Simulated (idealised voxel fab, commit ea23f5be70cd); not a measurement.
process module | voxel released beams
Pictured: cross-section cut, 195 nm wide, on a grid of 5 nm square cells.
Cross-section format: a grid of square cells, given as bands from top to bottom; each band is one or more rows of cells. Band entry format. Leading values: height of top, height of bottom, nm. Remainder: materials in left-to-right order, each with its width in nm. Special words: "throughout" on a single material, which then fills the band edge to edge; "empty", empty space. Heights are expressed relative to 0, this being the level below which the as-received wafer comprises one material exclusively. The lowest band is unbounded in the downward direction and is denoted as in "0 nm and below". A two-number width, for instance "30 to 40", indicates that the width is equal to the first number in the top row of the band and to the second number in the bottom row, and that it changes by a constant amount per row of cells. "no modification" after a step means that no cell of the cross-section changed. "Enclosed cavities" means: voids of 8 cells or more that are shut off from the top with no open way through. Written width x height at distance, distance from the left edge, in nm. Formally, on a step line, whatever follows the settings is a remark that the simulator itself makes on the step. The setting "overlay nm" may be written on the line of a step. When the step uses a mask, the value reports how far to the right of the planned place the mask lay, and a negative value reports that it lay to the left.

-- Set out below are the planned steps of the process
1 RECEIVE [material Si]
2 CONFORMAL_DEP [material Al2O3] [thk nm 10]
3 DIRECTIONAL_DEP [material SiO2] [thk nm 15]
4 DIRECTIONAL_DEP [material aC] [thk nm 10]
5 PATTERN [tone open] [mask id ANCHOR] [material resist] [width nm 40] [thk nm 30] [overlay nm 0]
6 DIRECTIONAL_ETCH [etch materials aC] [depth nm 10]
7 STRIP [etch materials resist]
8 DIRECTIONAL_ETCH [etch materials SiO2] [depth nm 15]
9 STRIP [etch materials aC]
10 CONFORMAL_DEP [material SiN] [thk nm 15]
11 MASKED_ETCH [tone cover] [mask id BEAM] [width nm 85] [etch materials SiN] [depth nm 15] [overlay nm 0]
12 STRIP [etch materials SiO2]

-- Step 1 complete: cross-section of the wafer as received
  0 nm and below  Si throughout
  Enclosed cavities: none

-- Same starting wafer, same plan as above, one mistake in the execution; this is the cross-section at the end of the module
  55 nm to 40 nm  50 nm empty, then 85 nm SiN, then 60 nm empty
  40 nm to 25 nm  SiN throughout
  25 nm to 10 nm  55 nm SiO2, then 40 nm SiN, then 100 nm SiO2
  10 nm to 0 nm  Al2O3 throughout
  0 nm and below  Si throughout
  Enclosed cavities: none
Short version of what went wrong: step 10 of the plan was executed twice over
